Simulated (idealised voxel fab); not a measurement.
The process module that follows is named voxel lift off.
Section cut is 170 nm wide and gridded with 5 nm square cells.
Just so we're on the same page, the cross-sections are grids of square cells, and they're listed out in bands top to bottom, each band one or more rows deep. This entry defines a band. It first specifies the height of the band's top and the height of its bottom in nm, and then specifies the band's materials from left to right, stating each material with its width in nm. The word "all across" identifies a single material that fills the band from edge to edge, while the word "blank" identifies empty space. We count height from 0. Below that, the starting wafer is all one material. The lowest band never ends at the bottom but goes on down; see "z 0 and below" for how that is written. Read "30 to 40" as a graded width: first number on top, second number at the bottom, same change between each pair of neighbouring rows. Where a step carries "nothing changed", the cross-section came out of it unchanged, cell for cell. In the "Sealed voids" entry, you get each enclosed empty space of 8 cells or more, one with no open way to the top, written width x height at distance, distance from the left edge, in nm. It should be noted that, on the line of a given step, the content following the step's settings is a remark produced by the simulator itself with respect to that step. overlay nm: for a step with a mask, the amount by which the mask lay right of where it was planned; a negative amount means left of it.

Process steps - plan:
- 1: op RECEIVE | material Si
- 2: op CONFORMAL_DEP | material SiO2 | thk nm 5
- 3: op PATTERN | tone open | mask id LINES | material resist | width nm 30 | pitch nm 60 | thk nm 25 | overlay nm 0
- 4: op DIRECTIONAL_DEP | material Ru | thk nm 15
- 5: op STRIP | etch materials resist
- 6: op CONFORMAL_DEP | material SiCN | thk nm 5
Don't read the plan's thk nm for step 6 as applying to every wafer: that's the first wafer's value, and the wafers differ in it, though they all start identical.

As-received cross-section, first of several wafers, post step 1:
* z 0 and below: Si all across
* Sealed voids: none

The table below has one row for each wafer; a row shows, as of the end of the module, how many cells of each material the wafer has gained, marked (+), or lost, marked (-), since it was received, and then the wafer's closed voids:
thk nm 5, +36 Ru, +46 SiCN, +34 SiO2, Sealed voids: none
thk nm 10, +36 Ru, +92 SiCN, +34 SiO2, Sealed voids: none
thk nm 15, +36 Ru, +138 SiCN, +34 SiO2, Sealed voids: none
thk nm 20, +36 Ru, +178 SiCN, +34 SiO2, Sealed voids: none
